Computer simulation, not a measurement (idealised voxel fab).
process module | voxel self aligned vias
cross-section cut | 235 nm wide | cells 5 nm
A cross-section is a grid of square cells, given in bands from the top down. A band is one or more rows of cells.
Each band's line starts with the height of the band's top and of its bottom, in nm. Then come its materials from left to right, each with its width in nm. One material with "throughout" fills the band from edge to edge. "air" is empty space.
Height 0 is the level under which the wafer as received is all one material. The lowest band goes on downwards, as in "0 down".
A width such as "30 to 40" changes by the same amount from each row of cells to the next, from the band's top row to its bottom row.
"no change" after a step means that no cell of the cross-section changed.
closed voids: empty space of 8 cells or more with no open way to the top, each as width x height at its distance from the left edge, in nm
after a step's settings: what the simulator itself notes on the step
overlay nm, on a step with a mask: how far to the right of its planned place the mask lay; to the left if negative
plan
1 op RECEIVE | material Si
2 op CONFORMAL_DEP | material SiO2 | thk nm 10
3 op CONFORMAL_DEP | material SiCN | thk nm 5
4 op DIRECTIONAL_DEP | material SiO2 | thk nm 20
5 op MASKED_ETCH | tone open | mask id LINES | width nm 25 | pitch nm 70 | etch materials SiO2 | depth nm 20 | overlay nm 0
6 op CONFORMAL_DEP | material TiN | thk nm 5
7 op FILL_DEP | material W | thk nm 10
8 op CMP | height nm 35
9 op SELECTIVE_ETCH | etch materials W Ru TiN | depth nm 5
10 op FILL_DEP | material SiN | thk nm 5
11 op CMP | height nm 35
12 op DIRECTIONAL_DEP | material SiO2 | thk nm 15
13 op MASKED_ETCH | tone open | mask id VIAS | width nm 45 | pitch nm 70 | etch materials SiO2 | depth nm 15 | overlay nm 0
14 op MASKED_ETCH | tone open | mask id VIAS | width nm 45 | pitch nm 70 | etch materials SiN | depth nm 5 | overlay nm 0
15 op CONFORMAL_DEP | material TiN | thk nm 5
16 op FILL_DEP | material W | thk nm 10
17 op CMP | height nm 50
18 op CONFORMAL_DEP | material SiN | thk nm 5
as received, after step 1
  0 down: Si throughout
  closed voids: none
a wafer at the end: this start, this plan, one mistake
  55 to 50: SiN throughout
  50 to 35: SiO2 60 | TiN 10 | SiO2 25 | TiN 10 | SiO2 25 | TiN 10 | SiO2 25 | TiN 10 | SiO2 60
  35 to 30: SiO2 70 | SiN 25 | SiO2 45 | SiN 25 | SiO2 70
  30 to 20: SiO2 70 | TiN 5 | W 15 | TiN 5 | SiO2 45 | TiN 5 | W 15 | TiN 5 | SiO2 70
  20 to 15: SiO2 70 | TiN 25 | SiO2 45 | TiN 25 | SiO2 70
  15 to 10: SiCN throughout
  10 to 0: SiO2 throughout
  0 down: Si throughout
  closed voids: none
what went wrong: steps 12 and 13 were swapped
